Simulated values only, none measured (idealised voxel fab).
The process module that follows is named voxel self aligned vias.
Xsec cut, 170 nm wide, square cell size 5 nm.
Heads up, the way a cross-section reads in here is a grid of square cells, handed over as bands from the top down, with every band being one or more rows of cells.
First you get the band's top height and its bottom height, in nm, and then the materials it's made of, left to right, with each width in nm. If you see a single material with "all across", that one covers the band edge to edge. "blank" is empty space.
Heights are measured from 0, the level below which the as-received wafer is all one material; the lowest band has no bottom and continues downward, written as in "0 down".
Width "30..40": first value at the band's top row of cells, second value at its bottom row, equal change from row to row.
Step marked "all unchanged"? Then no cell in the cross-section changed in it.
The entry "Completely enclosed voids" lists the empty spaces that cover at least 8 cells and have no open path to the top. Each is written as width x height at distance, where the distance is measured from the left edge and all three values are in nm.
Where a step's line continues beyond its settings, the continuation is a remark by the simulator itself on that step.
A step line may carry the setting "overlay nm", which, for steps involving a mask, states the distance by which the mask lay to the right of its intended position; negative values denote displacement to the left.

# Process steps - plan
1) RECEIVE with material Si
2) CONFORMAL_DEP with material SiO2, thk nm 10
3) CONFORMAL_DEP with material SiCN, thk nm 5
4) DIRECTIONAL_DEP with material lowk, thk nm 20
5) MASKED_ETCH with tone open, mask id LINES, width nm 20, pitch nm 70, etch materials lowk, depth nm 20, overlay nm 0
6) CONFORMAL_DEP with material TiN, thk nm 5
7) FILL_DEP with material Ru, thk nm 5
8) CMP with height nm 35
9) SELECTIVE_ETCH with etch materials W Ru TiN, depth nm 10
10) FILL_DEP with material SiN, thk nm 10
11) CMP with height nm 35
12) DIRECTIONAL_DEP with material lowk, thk nm 15
13) DIRECTIONAL_DEP with material aC, thk nm 10
14) PATTERN with tone open, mask id VIAS, material resist, width nm 40, pitch nm 70, thk nm 25, overlay nm 0
15) DIRECTIONAL_ETCH with etch materials aC, depth nm 10
16) STRIP with etch materials resist
17) DIRECTIONAL_ETCH with etch materials lowk, depth nm 15
18) DIRECTIONAL_ETCH with etch materials SiN, depth nm 10
19) STRIP with etch materials aC
20) CONFORMAL_DEP with material TiN, thk nm 5
21) FILL_DEP with material W, thk nm 10
22) CMP with height nm 50
23) CONFORMAL_DEP with material SiCN, thk nm 5

# Wafer cross-section on receipt, i.e. after step 1
0 down = Si all across
Completely enclosed voids: none

# Wafer at module end, in section. Began as above, planned as above, run with one mistake
55 to 50 = SiCN all across
50 to 40 = lowk: 30, TiN: 5, W: 30, TiN: 5, lowk: 30, TiN: 5, W: 30, TiN: 5, lowk: 30
40 to 30 = lowk: 30..40, TiN: 15..5, W: 10, TiN: 15..5, lowk: 30..50, TiN: 15..5, W: 10, TiN: 15..5, lowk: 30..40
30 to 25 = lowk: 40, TiN: 20, lowk: 50, TiN: 20, lowk: 40
25 to 20 = lowk: 40, TiN: 5, Ru: 10, TiN: 5, lowk: 50, TiN: 5, Ru: 10, TiN: 5, lowk: 40
20 to 15 = lowk: 40, TiN: 20, lowk: 50, TiN: 20, lowk: 40
15 to 5 = SiO2 all across
5 to 0 = SiCN all across
0 down = Si all across
Completely enclosed voids: none
The plan and the run diverged here: mixed up steps 2 and 3 - ran each in the other's place
